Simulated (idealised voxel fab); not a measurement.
This section sets out a process module, namely voxel capacitor over wiring.
Displayed cross-section: cut, width of 265 nm, square cells sized 5 nm.
When this document writes out a cross-section, it uses a grid of square cells and lists it as bands, beginning at the top and moving down, with a band standing for one or more rows of cells. In this notation a band is specified by the heights of its top and bottom, in that order and in nm, after which its materials appear from left to right, each paired with its width in nm. The word "edge to edge" attached to a single material means that material fills the band from edge to edge; the word "air" stands for empty space. Height datum 0, below which the as-received substrate wafer is one material. Lowest band open at the bottom, running downward: "0..down". A width such as "30..40" changes by the same amount from each row of cells to the next, from the band's top row to its bottom row. The cross-section has no changed cell in any step marked "no modifications". Enclosed voids (no open way to top), threshold 8 cells or more, entry "Completely enclosed voids", notation width x height at distance, distance from left edge, nm. What comes after the settings on a step's line is commentary from the simulator itself on that step. A step's line can hold "overlay nm"; with a mask on that step, the setting says how far right of the planned place the mask lay, while a negative setting says it lay to the left.

### These are the steps we planned for the process
1,RECEIVE,material Si
2,CONFORMAL_DEP,material SiO2,thk nm 15
3,CONFORMAL_DEP,material SiN,thk nm 5
4,DIRECTIONAL_DEP,material SiO2,thk nm 20
5,PATTERN,tone open,mask id METAL_1,material resist,width nm 30,pitch nm 80,thk nm 15,overlay nm 0
6,DIRECTIONAL_ETCH,etch materials SiO2,depth nm 20
7,DIRECTIONAL_ETCH,etch materials SiN,depth nm 5
8,STRIP,etch materials resist
9,CONFORMAL_DEP,material TiN,thk nm 5
10,FILL_DEP,material Ru,thk nm 5
11,CMP,height nm 40
12,EPI,material Ru,thk nm 5
13,FILL_DEP,material SiCN,thk nm 5
14,DIRECTIONAL_DEP,material SiO2,thk nm 20
15,MASKED_ETCH,tone open,mask id PLUG_1,width nm 15,etch materials SiO2,depth nm 20,overlay nm 0
16,MASKED_ETCH,tone open,mask id PLUG_1,width nm 15,etch materials SiCN,depth nm 5,overlay nm 0
17,EPI,material Ru,thk nm 10
18,EPI,material Ru,thk nm 10
19,EPI,material Ru,thk nm 5
20,DIRECTIONAL_DEP,material TiN,thk nm 10
21,DIRECTIONAL_DEP,material Al2O3,thk nm 5
22,DIRECTIONAL_DEP,material TiN,thk nm 10
23,DIRECTIONAL_DEP,material aC,thk nm 15
24,PATTERN,tone cover,mask id UPPER_PLATE,material resist,width nm 55,thk nm 30,overlay nm 0
25,DIRECTIONAL_ETCH,etch materials aC,depth nm 15
26,STRIP,etch materials resist
27,DIRECTIONAL_ETCH,etch materials TiN,depth nm 10
28,DIRECTIONAL_ETCH,etch materials Al2O3,depth nm 5
29,STRIP,etch materials aC
30,MASKED_ETCH,tone cover,mask id LOWER_PLATE,width nm 65,etch materials TiN,depth nm 10,overlay nm 0
31,FILL_DEP,material SiO2,thk nm 15
32,CMP,height nm 105
33,DIRECTIONAL_DEP,material aC,thk nm 10
34,PATTERN,tone open,mask id PLUG_2,material resist,width nm 15,thk nm 30,overlay nm 0
35,DIRECTIONAL_ETCH,etch materials aC,depth nm 10
36,STRIP,etch materials resist
37,DIRECTIONAL_ETCH,etch materials SiO2,depth nm 10
38,STRIP,etch materials aC
39,CONFORMAL_DEP,material TiN,thk nm 5
40,FILL_DEP,material Cu,thk nm 5
41,CMP,height nm 105
42,CONFORMAL_DEP,material SiCN,thk nm 5

### As-received state of the wafer in cross-section, equivalent to post-step 1
- 0..down | Si edge to edge
- Completely enclosed voids: none

### End-of-module XS, first of two wafers, run as planned
- 110..105 | SiCN edge to edge
- 105..100 | SiO2=100 | TiN=5 | Cu=5 | TiN=5 | SiO2=150
- 100..95 | SiO2=100 | TiN=15 | SiO2=150
- 95..85 | SiO2=90 | TiN=55 | SiO2=120
- 85..80 | SiO2=90 | Al2O3=55 | SiO2=120
- 80..70 | SiO2=85 | TiN=65 | SiO2=115
- 70..50 | SiO2=90 | Ru=15 | SiO2=160
- 50..45 | SiCN=90 | Ru=15 | SiCN=160
- 45..40 | SiCN=70 | Ru=40 | SiCN=40 | Ru=40 | SiCN=75
- 40..20 | SiO2=75 | TiN=5 | Ru=20 | TiN=5 | SiO2=50 | TiN=5 | Ru=20 | TiN=5 | SiO2=80
- 20..15 | SiN=75 | TiN=30 | SiN=50 | TiN=30 | SiN=80
- 15..0 | SiO2 edge to edge
- 0..down | Si edge to edge
- Completely enclosed voids: none

### Same start, same plan as the first wafer - but one mistake in the run. Cross-section of the second of the two at the end of the module
- 110..105 | SiCN edge to edge
- 105..100 | SiO2=100 | TiN=5 | Cu=5 | TiN=5 | SiO2=150
- 100..95 | SiO2=100 | TiN=15 | SiO2=150
- 95..85 | SiO2=95 | TiN=50 | SiO2=120
- 85..80 | SiO2=95 | Al2O3=50 | SiO2=120
- 80..70 | SiO2=85 | TiN=65 | SiO2=115
- 70..50 | SiO2=90 | Ru=15 | SiO2=160
- 50..45 | SiCN=90 | Ru=15 | SiCN=160
- 45..40 | SiCN=70 | Ru=40 | SiCN=40 | Ru=40 | SiCN=75
- 40..20 | SiO2=75 | TiN=5 | Ru=20 | TiN=5 | SiO2=50 | TiN=5 | Ru=20 | TiN=5 | SiO2=80
- 20..15 | SiN=75 | TiN=30 | SiN=50 | TiN=30 | SiN=80
- 15..0 | SiO2 edge to edge
- 0..down | Si edge to edge
- Completely enclosed voids: none
It is concluded that the wafer was processed incorrectly with respect to the plan, in that step 24 ran as: PATTERN,tone cover,mask id UPPER_PLATE,material resist,width nm 50,thk nm 30,overlay nm 0
Heads up, by the end the second wafer has more or fewer cells of some materials compared to the first: -1 Al2O3 | +3 SiO2 | -2 TiN
